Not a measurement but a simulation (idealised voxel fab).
This is a process module. Its name is voxel double patterning.
Displayed cross-section: cut, width of 220 nm, square cells sized 5 nm.
Reading order for cross-sections: top band down to bottom band. Underlying form: a grid of square cells. Band size: one or more rows of cells. What a band's entry tells you: where the top is and where the bottom is, as heights in nm, and after that what lies inside, material by material from left to right, each with its width in nm. Empty space is written as the word "air", and a single material marked with the word "all across" occupies the band from edge to edge. Measure heights from 0. That's the level where, below it, the as-received wafer is all one material. The lowest band is bottomless and extends downward; write it as in "z 0 and below". Per-row width for "30..40": begins at first number (top row of band), ends at second number (bottom row), increment between rows held constant. The cross-section has no changed cell in any step marked "no change occurred". "Tabulated closed voids" enumerates empty spaces isolated from the top, with no open way to it, that contain at least 8 cells, giving each as width x height at distance from the left edge, all three in nm. On each step's line, the part that comes after the settings is the simulator's own comment on the step. A step's line can hold "overlay nm"; with a mask on that step, the setting says how far right of the planned place the mask lay, while a negative setting says it lay to the left.
-- These are the steps we planned for the process
1. RECEIVE,material Si
2. CONFORMAL_DEP,material SiO2,thk nm 10
3. DIRECTIONAL_DEP,material TiN,thk nm 20
4. DIRECTIONAL_DEP,material SiN,thk nm 10
5. PATTERN,tone open,mask id FIRST,material resist,width nm 15,pitch nm 50,thk nm 15,overlay nm 0
6. DIRECTIONAL_ETCH,etch materials SiN,depth nm 10
7. STRIP,etch materials resist
8. DIRECTIONAL_DEP,material aC,thk nm 15
9. PATTERN,tone open,mask id SECOND,material resist,width nm 15,thk nm 35,overlay nm -15
10. DIRECTIONAL_ETCH,etch materials aC,depth nm 15
11. STRIP,etch materials resist
12. DIRECTIONAL_ETCH,etch materials SiN,depth nm 10
13. STRIP,etch materials aC
14. DIRECTIONAL_ETCH,etch materials TiN,depth nm 20
15. STRIP,etch materials SiN
Across this set of wafers, the varied parameter is the overlay nm of step 9. Starting conditions are identical for every wafer, and the plan reports the value assigned to the first wafer.
-- This is how the first of several wafers looked in cross-section when it arrived, which is after step 1
z 0 and below  Si all across
Tabulated closed voids: none
-- Cross-section, first of several wafers, end of module, after last step 15
z 30 to 10  75 nm TiN, then 25 nm air, then 25 nm TiN, then 15 nm air, then 80 nm TiN
z 10 to 0  SiO2 all across
z 0 and below  Si all across
Tabulated closed voids: none
-- A cross-section through the last wafer at the close of the module
z 30 to 10  75 nm TiN, then 15 nm air, then 25 nm TiN, then 25 nm air, then 80 nm TiN
z 10 to 0  SiO2 all across
z 0 and below  Si all across
Tabulated closed voids: none
-- Each row below is a wafer at the end of the module, listing for every material the number of cells it has gained (+) or lost (-) since it was received, followed by its closed voids
overlay nm -15 | +88 SiO2 | +144 TiN | Tabulated closed voids: none
overlay nm -10 | +88 SiO2 | +140 TiN | Tabulated closed voids: none
overlay nm -5 | +88 SiO2 | +140 TiN | Tabulated closed voids: none
overlay nm 0 | +88 SiO2 | +140 TiN | Tabulated closed voids: none
overlay nm 5 | +88 SiO2 | +140 TiN | Tabulated closed voids: none
overlay nm 10 | +88 SiO2 | +140 TiN | Tabulated closed voids: none
overlay nm 15 | +88 SiO2 | +144 TiN | Tabulated closed voids: none
